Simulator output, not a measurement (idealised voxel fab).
process module | voxel wiring stack
cross-section cut | 195 nm wide | cells 5 nm
A cross-section is a grid of square cells, given in bands from the top down. A band is one or more rows of cells.
Each band's line starts with the height of the band's top and of its bottom, in nm. Then come its materials from left to right, each with its width in nm. One material with "throughout" fills the band from edge to edge. "air" is empty space.
Height 0 is the level under which the wafer as received is all one material. The lowest band goes on downwards, as in "0 down".
A width such as "30 to 40" changes by the same amount from each row of cells to the next, from the band's top row to its bottom row.
"no change" after a step means that no cell of the cross-section changed.
closed voids: empty space of 8 cells or more with no open way to the top, each as width x height at its distance from the left edge, in nm
after a step's settings: what the simulator itself notes on the step
overlay nm, on a step with a mask: how far to the right of its planned place the mask lay; to the left if negative
plan
1 op RECEIVE | material Si
2 op CONFORMAL_DEP | material SiO2 | thk nm 15
3 op CONFORMAL_DEP | material SiCN | thk nm 5
4 op DIRECTIONAL_DEP | material lowk | thk nm 20
5 op MASKED_ETCH | tone open | mask id METAL_1 | width nm 25 | pitch nm 40 | etch materials lowk | depth nm 20 | overlay nm 0
6 op MASKED_ETCH | tone open | mask id METAL_1 | width nm 25 | pitch nm 40 | etch materials SiCN | depth nm 5 | overlay nm 0
7 op CONFORMAL_DEP | material TiN | thk nm 5
8 op FILL_DEP | material Cu | thk nm 10
9 op CMP | height nm 40
10 op EPI | material Ru | thk nm 5
11 op FILL_DEP | material SiCN | thk nm 5
12 op DIRECTIONAL_DEP | material lowk | thk nm 25
13 op DIRECTIONAL_DEP | material aC | thk nm 15
14 op PATTERN | tone open | mask id METAL_2 | material resist | width nm 25 | pitch nm 40 | thk nm 35 | overlay nm 0
15 op DIRECTIONAL_ETCH | etch materials aC | depth nm 15
16 op STRIP | etch materials resist
17 op DIRECTIONAL_ETCH | etch materials lowk | depth nm 15
18 op STRIP | etch materials aC
19 op PATTERN | tone open | mask id METAL_2_HOLES | material resist | width nm 15 | pitch nm 40 | thk nm 20 | overlay nm 0
20 op DIRECTIONAL_ETCH | etch materials lowk | depth nm 10
21 op DIRECTIONAL_ETCH | etch materials SiCN | depth nm 5
22 op STRIP | etch materials resist
23 op CONFORMAL_DEP | material TiN | thk nm 5
24 op FILL_DEP | material Cu | thk nm 10
25 op CMP | height nm 75
26 op CONFORMAL_DEP | material SiCN | thk nm 5
as received, after step 1
  0 down: Si throughout
  closed voids: none
first wafer at the end, as planned
  80 to 75: SiCN throughout
  75 to 65: lowk 65 | TiN 5 | Cu 15 | TiN 5 | lowk 15 | TiN 5 | Cu 15 | TiN 5 | lowk 65
  65 to 60: lowk 65 | TiN 5 | Cu 5 | TiN 15 | lowk 15 | TiN 5 | Cu 5 | TiN 15 | lowk 65
  60 to 50: lowk 65 | TiN 5 | Cu 5 | TiN 5 | lowk 25 | TiN 5 | Cu 5 | TiN 5 | lowk 75
  50 to 45: SiCN 65 | TiN 15 | SiCN 25 | TiN 15 | SiCN 75
  45 to 40: SiCN 60 | Ru 35 | SiCN 5 | Ru 35 | SiCN 60
  40 to 20: lowk 65 | TiN 5 | Cu 15 | TiN 5 | lowk 15 | TiN 5 | Cu 15 | TiN 5 | lowk 65
  20 to 15: SiCN 65 | TiN 25 | SiCN 15 | TiN 25 | SiCN 65
  15 to 0: SiO2 throughout
  0 down: Si throughout
  closed voids: none
second wafer at the end: like start, like plan, one mistake
  80 to 75: SiCN throughout
  75 to 65: lowk 65 | TiN 5 | Cu 15 | TiN 5 | lowk 15 | TiN 5 | Cu 15 | TiN 5 | lowk 65
  65 to 60: lowk 65 | TiN 5 | Cu 5 | TiN 15 | lowk 15 | TiN 5 | Cu 5 | TiN 15 | lowk 65
  60 to 50: lowk 65 | TiN 5 | Cu 5 | TiN 5 | lowk 25 | TiN 5 | Cu 5 | TiN 5 | lowk 75
  50 to 45: SiCN 65 | TiN 15 | SiCN 25 | TiN 15 | SiCN 75
  45 to 40: Ru 70 | SiCN 15 | Ru 25 | SiCN 15 | Ru 70
  40 to 25: Cu 60 | TiN 5 | lowk 25 | TiN 5 | Cu 5 | TiN 5 | lowk 25 | TiN 5 | Cu 60
  25 to 20: TiN 65 | lowk 25 | TiN 15 | lowk 25 | TiN 65
  20 to 15: SiCN throughout
  15 to 0: SiO2 throughout
  0 down: Si throughout
  closed voids: none
what went wrong: step 5 ran as: op MASKED_ETCH | tone cover | mask id METAL_1 | width nm 25 | pitch nm 40 | etch materials lowk | depth nm 20 | overlay nm 0
at the end the second wafer has, in cells: 51 more of Cu | 19 more of Ru | 9 fewer of SiCN | 15 more of TiN | 76 fewer of lowk
